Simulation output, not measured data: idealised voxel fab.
This is a process module. Its name is voxel self aligned vias.
Xsec cut, 275 nm wide, square cell size 5 nm.
Format of a cross-section: grid, square cells. Given as bands. Order: top down. Band: one or more rows of cells.
Per band: top height and bottom height in nm, followed by the left-to-right materials and their widths in nm; "edge to edge" marks a single material spanning edge to edge, "empty" marks empty space.
All heights in this document are referenced to 0, defined as the level beneath which the wafer, as received, consists entirely of one material. The lowest band is not bounded below; it extends indefinitely downward and is written in the form "0..down".
Graded width ("30->40"): value in top row of band = first number; value in bottom row = second number; row-to-row change constant.
Reading "nothing got changed" for a step: not a cell of the cross-section changed in it.
"Enclosed void entries" lists enclosed empty spaces (at least 8 cells, no open path upward to the top), each as width x height at distance from the left edge, in nm.
The remark found on a step's line after its settings is issued by the simulator itself and pertains to that step.
"overlay nm" answers the question of how far to the right of plan the mask lay on a step that has a mask, and when it is negative the answer is to the left.

Set out below are the planned steps of the process:
step 1: RECEIVE (material Si)
step 2: CONFORMAL_DEP (material SiO2; thk nm 15)
step 3: CONFORMAL_DEP (material SiCN; thk nm 5)
step 4: DIRECTIONAL_DEP (material SiO2; thk nm 30)
step 5: DIRECTIONAL_DEP (material aC; thk nm 15)
step 6: PATTERN (tone open; mask id LINES; material resist; width nm 20; pitch nm 65; thk nm 35; overlay nm 0)
step 7: DIRECTIONAL_ETCH (etch materials aC; depth nm 15)
step 8: STRIP (etch materials resist)
step 9: DIRECTIONAL_ETCH (etch materials SiO2; depth nm 30)
step 10: STRIP (etch materials aC)
step 11: CONFORMAL_DEP (material TiN; thk nm 5)
step 12: FILL_DEP (material W; thk nm 5)
step 13: CMP (height nm 50)
step 14: SELECTIVE_ETCH (etch materials W Ru TiN; depth nm 5)
step 15: FILL_DEP (material SiN; thk nm 10)
step 16: CMP (height nm 50)
step 17: DIRECTIONAL_DEP (material SiO2; thk nm 15)
step 18: DIRECTIONAL_DEP (material aC; thk nm 15)
step 19: PATTERN (tone open; mask id VIAS; material resist; width nm 40; pitch nm 130; thk nm 35; overlay nm -15)
step 20: DIRECTIONAL_ETCH (etch materials aC; depth nm 15)
step 21: STRIP (etch materials resist)
step 22: DIRECTIONAL_ETCH (etch materials SiO2; depth nm 15)
step 23: DIRECTIONAL_ETCH (etch materials SiN; depth nm 5)
step 24: STRIP (etch materials aC)
step 25: CONFORMAL_DEP (material TiN; thk nm 5)
step 26: FILL_DEP (material Cu; thk nm 5)
step 27: CMP (height nm 65)
step 28: CONFORMAL_DEP (material SiCN; thk nm 5)
For clarity, it should be stated that the wafers under discussion commence in an identical condition and differ with respect to the overlay nm of step 19, the plan indicating the value that the first wafer had.

The first of several wafers, as received after step 1, seen in section:
- 0..down  Si edge to edge
- Enclosed void entries: none

The table below has one row for each wafer; a row shows, as of the end of the module, how many cells of each material the wafer has gained, marked (+), or lost, marked (-), since it was received, and then the wafer's closed voids:
overlay nm -15; +26 Cu; +110 SiCN; +6 SiN; +540 SiO2; +64 TiN; +24 W; Enclosed void entries: none
overlay nm -10; +28 Cu; +110 SiCN; +4 SiN; +540 SiO2; +64 TiN; +24 W; Enclosed void entries: none
overlay nm -5; +28 Cu; +110 SiCN; +4 SiN; +540 SiO2; +64 TiN; +24 W; Enclosed void entries: none
overlay nm 0; +28 Cu; +110 SiCN; +4 SiN; +540 SiO2; +64 TiN; +24 W; Enclosed void entries: none
overlay nm 5; +28 Cu; +110 SiCN; +4 SiN; +540 SiO2; +64 TiN; +24 W; Enclosed void entries: none
overlay nm 10; +28 Cu; +110 SiCN; +4 SiN; +540 SiO2; +64 TiN; +24 W; Enclosed void entries: none
overlay nm 15; +26 Cu; +110 SiCN; +6 SiN; +540 SiO2; +64 TiN; +24 W; Enclosed void entries: none
